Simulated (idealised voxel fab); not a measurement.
The following process module bears the name voxel fin reveal.
Cross-section cut: width 185 nm, square cells of 5 nm.
Format of a cross-section: grid, square cells. Given as bands. Order: top down. Band: one or more rows of cells. First you get the band's top height and its bottom height, in nm, and then the materials it's made of, left to right, with each width in nm. If you see a single material with "everywhere", that one covers the band edge to edge. "empty" is empty space. Zero point of the height axis is 0; under it, received wafer = one material. Lowest band: continues down indefinitely, "0..down". Think of "30->40" as a width that walks from the first number to the second as you go down the band, top row to bottom row, taking equal-sized steps from row to row. No cell of the cross-section changed in a step that is given as "everything unchanged". In "Enclosed internal voids" the enclosed voids are listed, meaning empty spaces of 8 cells or larger without any opening to the top. The form is width x height at distance, distance from the left edge, units nm. On a step's line, text after the settings is the simulator commenting on that step. overlay nm: right-of-plan distance of the mask on a masked step; negative values mean left-of-plan.
-- Set out below are the planned steps of the process
1) op RECEIVE | material Si
2) op CONFORMAL_DEP | material SiN | thk nm 5
3) op PATTERN | tone cover | mask id FINS | material resist | width nm 15 | pitch nm 40 | thk nm 15 | overlay nm 0
4) op DIRECTIONAL_ETCH | etch materials SiN | depth nm 5
5) op DIRECTIONAL_ETCH | etch materials Si | depth nm 40
6) op STRIP | etch materials resist
7) op OXIDIZE | depth nm 5
8) op FILL_DEP | material SiO2 | thk nm 5
9) op CMP | height nm -5
10) op SELECTIVE_ETCH | etch materials SiO2 | depth nm 35
11) op STRIP | etch materials SiN
Across this set of wafers, the varied parameter is the height nm of step 9. Starting conditions are identical for every wafer, and the plan reports the value assigned to the first wafer.
-- Cross-section of the first of several received wafers, showing its state after step 1
> 0..down | Si everywhere
> Enclosed internal voids: none
-- Quick look at the cross-section of the first of several wafers after step 11, which wraps up the module
> -5..-40 | empty=50; Si=5; empty=35; Si=5; empty=35; Si=5; empty=50
> -40..-45 | SiO2=50; Si=5; SiO2=35; Si=5; SiO2=35; Si=5; SiO2=50
> -45..down | Si everywhere
> Enclosed internal voids: none
-- At the end of the module, the last of several wafers in cross-section
> 0..-25 | empty=50; Si=5; empty=35; Si=5; empty=35; Si=5; empty=50
> -25..-45 | SiO2=50; Si=5; SiO2=35; Si=5; SiO2=35; Si=5; SiO2=50
> -45..down | Si everywhere
> Enclosed internal voids: none
-- Wafer rows, end of module: cells per material gained (+) or lost (-) since receipt; closed voids last
height nm -5; -309 Si; +34 SiO2; Enclosed internal voids: none
height nm 0; -306 Si; +68 SiO2; Enclosed internal voids: none
height nm 5; -306 Si; +102 SiO2; Enclosed internal voids: none
height nm 10; -306 Si; +136 SiO2; Enclosed internal voids: none
